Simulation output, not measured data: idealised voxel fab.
voxel air gaps: a process module
The cross-section on display is named cut; it measures 250 nm wide, and its cells are 5 nm squares.
Each cross-section below is a grid of square cells, stated as bands in top-down order, with one or more rows of cells making up each band.
Within each band entry, the heights of the top and of the bottom of the band appear first, in that order and in nm; the materials of the band then follow from left to right, each with its corresponding width in nm. The designation "all across" on a single material indicates that it fills the band from edge to edge; the designation "empty" indicates empty space.
All heights in this document are referenced to 0, defined as the level beneath which the wafer, as received, consists entirely of one material. The lowest band is not bounded below; it extends indefinitely downward and is written in the form "top 0, no bottom".
The expression "30..40" gives the width at the extremes of the band, the first number at its top row of cells and the second at its bottom row, with the width changing by equal amounts from each row to the next in between.
Reading "identical to before" for a step: not a cell of the cross-section changed in it.
Reported under the label "Sealed internal voids" are the empty spaces having no open way to the top and comprising 8 cells or more; the notation for each is width x height at distance, in which the distance is measured from the left edge and all three values are in nm.
Step line, after settings: the simulator's comment on this step.
Each step line may optionally specify "overlay nm", which for a step with a mask gives the rightward distance between the mask's planned place and where it lay, a negative value indicating the leftward direction.

Steps in the process plan:
1 op RECEIVE | material Si
2 op CONFORMAL_DEP | material SiO2 | thk nm 10
3 op CONFORMAL_DEP | material SiN | thk nm 5
4 op DIRECTIONAL_DEP | material lowk | thk nm 30
5 op DIRECTIONAL_DEP | material aC | thk nm 15
6 op PATTERN | tone open | mask id LINES | material resist | width nm 15 | pitch nm 40 | thk nm 35 | overlay nm 0
7 op DIRECTIONAL_ETCH | etch materials aC | depth nm 15
8 op STRIP | etch materials resist
9 op DIRECTIONAL_ETCH | etch materials lowk | depth nm 30
10 op STRIP | etch materials aC
11 op CONFORMAL_DEP | material TiN | thk nm 5
12 op FILL_DEP | material Cu | thk nm 5
13 op CMP | height nm 45
14 op EPI | material Ru | thk nm 10
15 op SELECTIVE_ETCH | etch materials lowk | depth nm 40
16 op CONFORMAL_DEP | material SiN | thk nm 5

As-received wafer cross-section (after step 1):
> top 0, no bottom: Si all across
> Sealed internal voids: none

Final cross-section, module run with one mistake (start and plan as above):
> top 60, bottom 55: 40 nm empty; 165 nm SiN; 45 nm empty
> top 55, bottom 45: 40 nm empty; 5 nm SiN; 35 nm Ru; 5 nm SiN; 35 nm Ru; 5 nm SiN; 35 nm Ru; 5 nm SiN; 35 nm Ru; 5 nm SiN; 45 nm empty
> top 45, bottom 20: 40 nm empty; 5 nm SiN; 10 nm Ru; 5 nm TiN; 5 nm Cu; 5 nm TiN; 10 nm Ru; 5 nm SiN; 10 nm Ru; 5 nm TiN; 5 nm Cu; 5 nm TiN; 10 nm Ru; 5 nm SiN; 10 nm Ru; 5 nm TiN; 5 nm Cu; 5 nm TiN; 10 nm Ru; 5 nm SiN; 10 nm Ru; 5 nm TiN; 5 nm Cu; 5 nm TiN; 10 nm Ru; 5 nm SiN; 45 nm empty
> top 20, bottom 15: 45 nm SiN; 10 nm Ru; 15 nm TiN; 10 nm Ru; 5 nm SiN; 10 nm Ru; 15 nm TiN; 10 nm Ru; 5 nm SiN; 10 nm Ru; 15 nm TiN; 10 nm Ru; 5 nm SiN; 10 nm Ru; 15 nm TiN; 10 nm Ru; 50 nm SiN
> top 15, bottom 10: SiN all across
> top 10, bottom 0: SiO2 all across
> top 0, no bottom: Si all across
> Sealed internal voids: none
Which mistake was made when the wafer was run? order of steps 14 and 15 inverted relative to the plan
